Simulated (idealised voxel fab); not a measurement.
process module | voxel fin reveal
cross-section cut | 175 nm wide | cells 5 nm
A cross-section is a grid of square cells, given in bands from the top down. A band is one or more rows of cells.
Each band's line starts with the height of the band's top and of its bottom, in nm. Then come its materials from left to right, each with its width in nm. One material with "throughout" fills the band from edge to edge. "air" is empty space.
Height 0 is the level under which the wafer as received is all one material. The lowest band goes on downwards, as in "0 down".
A width such as "30 to 40" changes by the same amount from each row of cells to the next, from the band's top row to its bottom row.
"no change" after a step means that no cell of the cross-section changed.
closed voids: empty space of 8 cells or more with no open way to the top, each as width x height at its distance from the left edge, in nm
after a step's settings: what the simulator itself notes on the step
overlay nm, on a step with a mask: how far to the right of its planned place the mask lay; to the left if negative
plan
1 op RECEIVE | material Si
2 op CONFORMAL_DEP | material SiN | thk nm 5
3 op MASKED_ETCH | tone cover | mask id FINS | width nm 15 | pitch nm 40 | etch materials SiN | depth nm 5 | overlay nm 0
4 op MASKED_ETCH | tone cover | mask id FINS | width nm 15 | pitch nm 40 | etch materials Si | depth nm 35 | overlay nm 0
5 op FILL_DEP | material SiO2 | thk nm 10
6 op CMP | height nm 5
7 op SELECTIVE_ETCH | etch materials SiO2 | depth nm 10
8 op STRIP | etch materials SiN
varied across the wafers: depth nm of step 7. The plan shows the first wafer's value. All wafers start alike
first wafer as received, after step 1
  0 down: Si throughout
  closed voids: none
each wafer at the end: cells of each material gained (+) or lost (-) since it was received, then its closed voids
depth nm 10 | -182 Si | +156 SiO2 | closed voids: none
depth nm 15 | -182 Si | +130 SiO2 | closed voids: none
depth nm 20 | -182 Si | +104 SiO2 | closed voids: none
depth nm 25 | -182 Si | +78 SiO2 | closed voids: none
depth nm 30 | -182 Si | +52 SiO2 | closed voids: none
depth nm 35 | -182 Si | +26 SiO2 | closed voids: none
